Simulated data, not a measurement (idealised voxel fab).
Process module under the name voxel air gaps
The cross-section on display is named cut; it measures 220 nm wide, and its cells are 5 nm squares.
How to read a cross-section here: the picture is a grid of square cells, written as bands going from the top down, and any band can span one or more rows of cells.
Band: top height; bottom height; in nm. Then, left to right: material with width in nm, for each material. "throughout": a single material spanning edge to edge. "empty": empty space.
Ref level 0: as-received wafer is one material below here. Bottom band extends down with no lower bound ("from 0 down").
The two numbers in a width such as "30..40" mark its ends across the band: the first belongs to the top row of cells, the second to the bottom row, and from each row to the next the width moves by the same amount.
Any step labelled "nothing altered" changed none of the cells in the cross-section.
Listed in "closed voids": every empty space of 8 or more cells without an open way to the top. Form: width x height at distance, the distance being from the left edge, all in nm.
On a step's line, text after the settings is the simulator commenting on that step.
If you see "overlay nm" on a step's line and that step has a mask, it's telling you how far right of where it was planned the mask ended up; a negative number means it went left instead.

Process steps foreseen in the plan:
1. op RECEIVE | material Si
2. op CONFORMAL_DEP | material SiO2 | thk nm 15
3. op CONFORMAL_DEP | material SiCN | thk nm 5
4. op DIRECTIONAL_DEP | material SiO2 | thk nm 30
5. op DIRECTIONAL_DEP | material aC | thk nm 5
6. op PATTERN | tone open | mask id LINES | material resist | width nm 20 | pitch nm 45 | thk nm 30 | overlay nm 0
7. op DIRECTIONAL_ETCH | etch materials aC | depth nm 10
8. op STRIP | etch materials resist
9. op DIRECTIONAL_ETCH | etch materials SiO2 | depth nm 30
10. op STRIP | etch materials aC
11. op CONFORMAL_DEP | material TiN | thk nm 5
12. op FILL_DEP | material W | thk nm 10
13. op CMP | height nm 50
14. op EPI | material Ru | thk nm 10
15. op SELECTIVE_ETCH | etch materials SiO2 | depth nm 40
16. op CONFORMAL_DEP | material SiCN | thk nm 5
Heads up: all these wafers start the same, and what changes between them is the thk nm in step 5. The value you see in the plan is just what the first wafer got.

First wafer of several, as received: cross-section after step 1:
from 0 down: Si throughout
closed voids: none

End of the module, past its last step, step 16: how the first of several wafers looks in cross-section:
from 65 to 60: empty 15 nm; SiCN 185 nm; empty 20 nm
from 60 to 50: empty 15 nm; SiCN 5 nm; Ru 40 nm; SiCN 5 nm; Ru 40 nm; SiCN 5 nm; Ru 40 nm; SiCN 5 nm; Ru 40 nm; SiCN 5 nm; empty 20 nm
from 50 to 45: empty 15 nm; SiCN 15 nm; TiN 5 nm; W 10 nm; TiN 5 nm; SiCN 25 nm; TiN 5 nm; W 10 nm; TiN 5 nm; SiCN 25 nm; TiN 5 nm; W 10 nm; TiN 5 nm; SiCN 25 nm; TiN 5 nm; W 10 nm; TiN 5 nm; SiCN 15 nm; empty 20 nm
from 45 to 25: empty 25 nm; SiCN 5 nm; TiN 5 nm; W 10 nm; TiN 5 nm; SiCN 5 nm; empty 15 nm; SiCN 5 nm; TiN 5 nm; W 10 nm; TiN 5 nm; SiCN 5 nm; empty 15 nm; SiCN 5 nm; TiN 5 nm; W 10 nm; TiN 5 nm; SiCN 5 nm; empty 15 nm; SiCN 5 nm; TiN 5 nm; W 10 nm; TiN 5 nm; SiCN 5 nm; empty 30 nm
from 25 to 20: SiCN 30 nm; TiN 20 nm; SiCN 25 nm; TiN 20 nm; SiCN 25 nm; TiN 20 nm; SiCN 25 nm; TiN 20 nm; SiCN 35 nm
from 20 to 15: SiCN throughout
from 15 to 0: SiO2 throughout
from 0 down: Si throughout
closed voids: 15 x 20 at 55; 15 x 20 at 100; 15 x 20 at 145

Of the several wafers, the last: cross-section at the end of the module:
from 25 to 15: SiCN throughout
from 15 to 0: SiO2 throughout
from 0 down: Si throughout
closed voids: none

Per wafer (row), end of module: delta in cells per material since receipt, (+) for gained, (-) for lost; closed voids after that:
thk nm 5, +64 Ru, +172 SiCN, +132 SiO2, +56 TiN, +40 W, closed voids: 15 x 20 at 55; 15 x 20 at 100; 15 x 20 at 145
thk nm 10, +64 Ru, +172 SiCN, +132 SiO2, +56 TiN, +40 W, closed voids: 15 x 20 at 55; 15 x 20 at 100; 15 x 20 at 145
thk nm 15, +88 SiCN, +132 SiO2, closed voids: none
thk nm 20, +88 SiCN, +132 SiO2, closed voids: none
thk nm 25, +88 SiCN, +132 SiO2, closed voids: none
